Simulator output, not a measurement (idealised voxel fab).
Proc. module: voxel self aligned contacts
cross-section cut | 280 nm wide | cells 5 nm
In this document a cross-section is written as a grid of square cells. It is given as a series of bands, listed from the top down, and a band is one or more rows of cells.
A band entry consists of two parts. The first gives the height of the band's top and the height of its bottom, in nm. The rest lists the band's materials from left to right, each with its width in nm. A single material labelled with the word "edge to edge" fills the band from edge to edge, and the word "air" marks empty space.
Heights are expressed relative to 0, this being the level below which the as-received wafer comprises one material exclusively. The lowest band is unbounded in the downward direction and is denoted as in "0 and below".
Think of "30..40" as a width that walks from the first number to the second as you go down the band, top row to bottom row, taking equal-sized steps from row to row.
Given "nothing altered" for a step, no cell of the cross-section differs between before and after that step.
Listed in "Unvented voids": every empty space of 8 or more cells without an open way to the top. Form: width x height at distance, the distance being from the left edge, all in nm.
Where a step's line continues beyond its settings, the continuation is a remark by the simulator itself on that step.
A step's line can hold "overlay nm"; with a mask on that step, the setting says how far right of the planned place the mask lay, while a negative setting says it lay to the left.

-- The following list gives the planned process steps
- 1: RECEIVE with material Si
- 2: CONFORMAL_DEP with material SiO2, thk nm 5
- 3: DIRECTIONAL_DEP with material polySi, thk nm 30
- 4: DIRECTIONAL_DEP with material SiN, thk nm 15
- 5: MASKED_ETCH with tone cover, mask id GATE, width nm 25, pitch nm 60, etch materials SiN, depth nm 15, overlay nm 0
- 6: MASKED_ETCH with tone cover, mask id GATE, width nm 25, pitch nm 60, etch materials polySi, depth nm 30, overlay nm 0
- 7: CONFORMAL_DEP with material SiN, thk nm 5
- 8: DIRECTIONAL_ETCH with etch materials SiN, depth nm 5
- 9: FILL_DEP with material SiO2, thk nm 20
- 10: CMP with height nm 60
- 11: PATTERN with tone open, mask id CONTACT, material resist, width nm 45, thk nm 15, overlay nm 0
- 12: DIRECTIONAL_ETCH with etch materials SiO2, depth nm 60
- 13: STRIP with etch materials resist
- 14: CONFORMAL_DEP with material TiN, thk nm 5
- 15: FILL_DEP with material Ru, thk nm 5
- 16: CMP with height nm 60
- 17: CONFORMAL_DEP with material SiN, thk nm 5

-- Account of the first of two wafers, which was processed as intended

-- Cross-section: wafer on arrival = after step 1
0 and below = Si edge to edge
Unvented voids: none

-- The wafer in cross-section once step 2 is complete
5 down to 0 = SiO2 edge to edge
Everything under 0 stays put, no change at all.

-- The wafer in cross-section once step 3 is complete
35 down to 5 = polySi edge to edge
Everything under 5 stays put, no change at all.

-- The wafer in cross-section once step 4 is complete
50 down to 35 = SiN edge to edge
Everything under 35 stays put, no change at all.

-- The wafer in cross-section once step 5 is complete
50 down to 35 = 95 nm air; 25 nm SiN; 35 nm air; 25 nm SiN; 100 nm air
Everything under 35 stays put, no change at all.

-- The wafer in cross-section once step 6 is complete
50 down to 35 = 95 nm air; 25 nm SiN; 35 nm air; 25 nm SiN; 100 nm air
35 down to 5 = 95 nm air; 25 nm polySi; 35 nm air; 25 nm polySi; 100 nm air
Everything under 5 stays put, no change at all.

-- The wafer in cross-section once step 7 is complete
55 down to 35 = 90 nm air; 35 nm SiN; 25 nm air; 35 nm SiN; 95 nm air
35 down to 10 = 90 nm air; 5 nm SiN; 25 nm polySi; 5 nm SiN; 25 nm air; 5 nm SiN; 25 nm polySi; 5 nm SiN; 95 nm air
10 down to 5 = 95 nm SiN; 25 nm polySi; 35 nm SiN; 25 nm polySi; 100 nm SiN
Everything under 5 stays put, no change at all.

-- The wafer in cross-section once step 8 is complete
50 down to 35 = 90 nm air; 35 nm SiN; 25 nm air; 35 nm SiN; 95 nm air
35 down to 5 = 90 nm air; 5 nm SiN; 25 nm polySi; 5 nm SiN; 25 nm air; 5 nm SiN; 25 nm polySi; 5 nm SiN; 95 nm air
Everything under 5 stays put, no change at all.

-- The wafer in cross-section once step 9 is complete
70 down to 50 = SiO2 edge to edge
50 down to 35 = 90 nm SiO2; 35 nm SiN; 25 nm SiO2; 35 nm SiN; 95 nm SiO2
35 down to 5 = 90 nm SiO2; 5 nm SiN; 25 nm polySi; 5 nm SiN; 25 nm SiO2; 5 nm SiN; 25 nm polySi; 5 nm SiN; 95 nm SiO2
Everything under 5 stays put, no change at all.

-- The wafer in cross-section once step 10 is complete
60 down to 50 = SiO2 edge to edge
Everything under 50 stays put, no change at all.

-- The wafer in cross-section once step 11 is complete
75 down to 60 = 115 nm resist; 45 nm air; 120 nm resist
Everything under 60 stays put, no change at all.

-- The wafer in cross-section once step 12 is complete
75 down to 60 = 115 nm resist; 45 nm air; 120 nm resist
60 down to 50 = 115 nm SiO2; 45 nm air; 120 nm SiO2
50 down to 35 = 90 nm SiO2; 35 nm SiN; 25 nm air; 35 nm SiN; 95 nm SiO2
35 down to 5 = 90 nm SiO2; 5 nm SiN; 25 nm polySi; 5 nm SiN; 25 nm air; 5 nm SiN; 25 nm polySi; 5 nm SiN; 95 nm SiO2
5 down to 0 = 125 nm SiO2; 25 nm air; 130 nm SiO2
Everything under 0 stays put, no change at all.

-- The wafer in cross-section once step 13 is complete
60 down to 50 = 115 nm SiO2; 45 nm air; 120 nm SiO2
Everything under 50 stays put, no change at all.

-- The wafer in cross-section once step 14 is complete
65 down to 60 = 120 nm TiN; 35 nm air; 125 nm TiN
60 down to 50 = 115 nm SiO2; 5..15 nm TiN; 35..15 nm air; 5..15 nm TiN; 120 nm SiO2
50 down to 35 = 90 nm SiO2; 35 nm SiN; 5 nm TiN; 15 nm air; 5 nm TiN; 35 nm SiN; 95 nm SiO2
35 down to 5 = 90 nm SiO2; 5 nm SiN; 25 nm polySi; 5 nm SiN; 5 nm TiN; 15 nm air; 5 nm TiN; 5 nm SiN; 25 nm polySi; 5 nm SiN; 95 nm SiO2
5 down to 0 = 125 nm SiO2; 25 nm TiN; 130 nm SiO2
Everything under 0 stays put, no change at all.

-- The wafer in cross-section once step 15 is complete
70 down to 65 = Ru edge to edge
65 down to 60 = 120 nm TiN; 35 nm Ru; 125 nm TiN
60 down to 50 = 115 nm SiO2; 5..15 nm TiN; 35..15 nm Ru; 5..15 nm TiN; 120 nm SiO2
50 down to 35 = 90 nm SiO2; 35 nm SiN; 5 nm TiN; 15 nm Ru; 5 nm TiN; 35 nm SiN; 95 nm SiO2
35 down to 5 = 90 nm SiO2; 5 nm SiN; 25 nm polySi; 5 nm SiN; 5 nm TiN; 15 nm Ru; 5 nm TiN; 5 nm SiN; 25 nm polySi; 5 nm SiN; 95 nm SiO2
Everything under 5 stays put, no change at all.

-- The wafer in cross-section once step 16 is complete
60 down to 50 = 115 nm SiO2; 5..15 nm TiN; 35..15 nm Ru; 5..15 nm TiN; 120 nm SiO2
Everything under 50 stays put, no change at all.

-- The wafer in cross-section once step 17 is complete
65 down to 60 = SiN edge to edge
Everything under 60 stays put, no change at all.

-- Second wafer - shared start and plan with the first - one error in running - same as the first up to step 2 inclusive

-- X-section, second wafer, when step 3 was due to finish
20 down to 5 = SiN edge to edge
Everything under 5 stays put, no change at all.

-- X-section, second wafer, when step 4 was due to finish
50 down to 20 = polySi edge to edge
Everything under 20 stays put, no change at all.

X-section, second wafer, when step 5 was due to finish: nothing altered

-- X-section, second wafer, when step 6 was due to finish
50 down to 20 = 95 nm air; 25 nm polySi; 35 nm air; 25 nm polySi; 100 nm air
Everything under 20 stays put, no change at all.

-- X-section, second wafer, when step 7 was due to finish
55 down to 50 = 90 nm air; 35 nm SiN; 25 nm air; 35 nm SiN; 95 nm air
50 down to 25 = 90 nm air; 5 nm SiN; 25 nm polySi; 5 nm SiN; 25 nm air; 5 nm SiN; 25 nm polySi; 5 nm SiN; 95 nm air
25 down to 20 = 95 nm SiN; 25 nm polySi; 35 nm SiN; 25 nm polySi; 100 nm SiN
Everything under 20 stays put, no change at all.

-- X-section, second wafer, when step 8 was due to finish
50 down to 20 = 90 nm air; 5 nm SiN; 25 nm polySi; 5 nm SiN; 25 nm air; 5 nm SiN; 25 nm polySi; 5 nm SiN; 95 nm air
Everything under 20 stays put, no change at all.

-- X-section, second wafer, when step 9 was due to finish
70 down to 50 = SiO2 edge to edge
50 down to 20 = 90 nm SiO2; 5 nm SiN; 25 nm polySi; 5 nm SiN; 25 nm SiO2; 5 nm SiN; 25 nm polySi; 5 nm SiN; 95 nm SiO2
Everything under 20 stays put, no change at all.

-- X-section, second wafer, when step 10 was due to finish
60 down to 50 = SiO2 edge to edge
Everything under 50 stays put, no change at all.

-- X-section, second wafer, when step 11 was due to finish
75 down to 60 = 115 nm resist; 45 nm air; 120 nm resist
Everything under 60 stays put, no change at all.

-- X-section, second wafer, when step 12 was due to finish
75 down to 60 = 115 nm resist; 45 nm air; 120 nm resist
60 down to 50 = 115 nm SiO2; 45 nm air; 120 nm SiO2
50 down to 20 = 90 nm SiO2; 5 nm SiN; 25 nm polySi; 5 nm SiN; 25 nm air; 5 nm SiN; 25 nm polySi; 5 nm SiN; 95 nm SiO2
Everything under 20 stays put, no change at all.

-- X-section, second wafer, when step 13 was due to finish
60 down to 50 = 115 nm SiO2; 45 nm air; 120 nm SiO2
Everything under 50 stays put, no change at all.

-- X-section, second wafer, when step 14 was due to finish
65 down to 60 = 120 nm TiN; 35 nm air; 125 nm TiN
60 down to 50 = 115 nm SiO2; 5..15 nm TiN; 35..15 nm air; 5..15 nm TiN; 120 nm SiO2
50 down to 25 = 90 nm SiO2; 5 nm SiN; 25 nm polySi; 5 nm SiN; 5 nm TiN; 15 nm air; 5 nm TiN; 5 nm SiN; 25 nm polySi; 5 nm SiN; 95 nm SiO2
25 down to 20 = 90 nm SiO2; 5 nm SiN; 25 nm polySi; 5 nm SiN; 25 nm TiN; 5 nm SiN; 25 nm polySi; 5 nm SiN; 95 nm SiO2
Everything under 20 stays put, no change at all.

-- X-section, second wafer, when step 15 was due to finish
70 down to 65 = Ru edge to edge
65 down to 60 = 120 nm TiN; 35 nm Ru; 125 nm TiN
60 down to 50 = 115 nm SiO2; 5..15 nm TiN; 35..15 nm Ru; 5..15 nm TiN; 120 nm SiO2
50 down to 25 = 90 nm SiO2; 5 nm SiN; 25 nm polySi; 5 nm SiN; 5 nm TiN; 15 nm Ru; 5 nm TiN; 5 nm SiN; 25 nm polySi; 5 nm SiN; 95 nm SiO2
Everything under 25 stays put, no change at all.

-- X-section, second wafer, when step 16 was due to finish
60 down to 50 = 115 nm SiO2; 5..15 nm TiN; 35..15 nm Ru; 5..15 nm TiN; 120 nm SiO2
Everything under 50 stays put, no change at all.

-- X-section, second wafer, when step 17 was due to finish
65 down to 60 = SiN edge to edge
Everything under 60 stays put, no change at all.
Where did the run depart from the plan? transposition of steps 3 and 4 relative to the planned sequence
Looking at both finished wafers in cells, the second ends up ahead of or behind the first on some materials: 12 fewer of Ru, 126 more of SiN, 106 fewer of SiO2, 8 fewer of TiN
